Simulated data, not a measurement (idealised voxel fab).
Module name: voxel double patterning (process module)
The width of the displayed cross-section, cut, is 295 nm; its cells are square, with a size of 5 nm.
Bands, listed from the top down, are how a cross-section gets written in this document; the cross-section itself is a grid of square cells, and a band is one or more rows of them. What a band's entry tells you: where the top is and where the bottom is, as heights in nm, and after that what lies inside, material by material from left to right, each with its width in nm. Empty space is written as the word "air", and a single material marked with the word "everywhere" occupies the band from edge to edge. We count height from 0. Below that, the starting wafer is all one material. The lowest band never ends at the bottom but goes on down; see "0 and below" for how that is written. A width given as "30->40" starts at the first number in the band's top row and ends at the second number in its bottom row, shifting by an equal amount at every step from row to row. Where a step carries "no alteration", the cross-section came out of it unchanged, cell for cell. "Cavities, closed" means: voids of 8 cells or more that are shut off from the top with no open way through. Written width x height at distance, distance from the left edge, in nm. Anything after a step's settings on that line? It's the simulator's own note about the step. overlay nm, on a step with a mask: how far to the right of its planned place the mask lay; to the left if negative.
Listed below are the process steps as planned
1. RECEIVE: material Si
2. CONFORMAL_DEP: material SiN, thk nm 10
3. DIRECTIONAL_DEP: material SiO2, thk nm 20
4. DIRECTIONAL_DEP: material SiCN, thk nm 10
5. PATTERN: tone open, mask id FIRST, material resist, width nm 15, pitch nm 50, thk nm 15, overlay nm 0
6. DIRECTIONAL_ETCH: etch materials SiCN, depth nm 10
7. STRIP: etch materials resist
8. DIRECTIONAL_DEP: material aC, thk nm 15
9. PATTERN: tone open, mask id SECOND, material resist, width nm 15, thk nm 35, overlay nm 0
10. DIRECTIONAL_ETCH: etch materials aC, depth nm 15
11. STRIP: etch materials resist
12. DIRECTIONAL_ETCH: etch materials SiCN, depth nm 10
13. STRIP: etch materials aC
14. DIRECTIONAL_ETCH: etch materials SiO2, depth nm 20
15. STRIP: etch materials SiCN
Cross-sectional view of the wafer in its as-received condition, corresponding to the state after step 1
0 and below = Si everywhere
Cavities, closed: none
Here's the cross-section of the first of our two wafers at the end of the module - it ran as planned
30 down to 10 = 115 nm SiO2; 15 nm air; 10 nm SiO2; 15 nm air; 10 nm SiO2; 15 nm air; 115 nm SiO2
10 down to 0 = SiN everywhere
0 and below = Si everywhere
Cavities, closed: none
This is the second of the two wafers, cross-sectioned at the end of the module; it started exactly like the first and was given the same plan, but it was run with one mistake
30 down to 10 = 105 nm SiO2; 15 nm air; 20 nm SiO2; 30 nm air; 125 nm SiO2
10 down to 0 = SiN everywhere
0 and below = Si everywhere
Cavities, closed: none
Finding, execution versus plan: step 5: run off-plan, actual operation and settings PATTERN: tone open, mask id FIRST, material resist, width nm 15, pitch nm 50, thk nm 15, overlay nm -10
Cell counts per material: same on both final wafers. Positions: different.
